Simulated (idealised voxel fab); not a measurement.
process module | voxel lift off
cross-section cut | 300 nm wide | cells 5 nm
A cross-section is a grid of square cells, given in bands from the top down. A band is one or more rows of cells.
Each band's line starts with the height of the band's top and of its bottom, in nm. Then come its materials from left to right, each with its width in nm. One material with "throughout" fills the band from edge to edge. "air" is empty space.
Height 0 is the level under which the wafer as received is all one material. The lowest band goes on downwards, as in "0 down".
A width such as "30 to 40" changes by the same amount from each row of cells to the next, from the band's top row to its bottom row.
"no change" after a step means that no cell of the cross-section changed.
closed voids: empty space of 8 cells or more with no open way to the top, each as width x height at its distance from the left edge, in nm
after a step's settings: what the simulator itself notes on the step
overlay nm, on a step with a mask: how far to the right of its planned place the mask lay; to the left if negative
plan
1 op RECEIVE | material Si
2 op CONFORMAL_DEP | material SiN | thk nm 10
3 op PATTERN | tone open | mask id LINES | material resist | width nm 30 | pitch nm 60 | thk nm 15 | overlay nm 0
4 op DIRECTIONAL_DEP | material Ru | thk nm 5
5 op STRIP | etch materials resist
6 op CONFORMAL_DEP | material SiN | thk nm 5
as received, after step 1
  0 down: Si throughout
  closed voids: none
first wafer at the end, as planned
  20 to 15: air 40 | SiN 40 | air 20 | SiN 40 | air 20 | SiN 40 | air 20 | SiN 40 | air 40
  15 to 10: SiN 45 | Ru 30 | SiN 30 | Ru 30 | SiN 30 | Ru 30 | SiN 30 | Ru 30 | SiN 45
  10 to 0: SiN throughout
  0 down: Si throughout
  closed voids: none
second wafer at the end: like start, like plan, one mistake
  20 to 15: air 45 | SiN 35 | air 25 | SiN 35 | air 25 | SiN 35 | air 25 | SiN 35 | air 40
  15 to 10: SiN 50 | Ru 25 | SiN 35 | Ru 25 | SiN 35 | Ru 25 | SiN 35 | Ru 25 | SiN 45
  10 to 0: SiN throughout
  0 down: Si throughout
  closed voids: none
what went wrong: step 3 ran as: op PATTERN | tone open | mask id LINES | material resist | width nm 25 | pitch nm 60 | thk nm 15 | overlay nm 0
at the end the second wafer has, in cells: 4 fewer of Ru
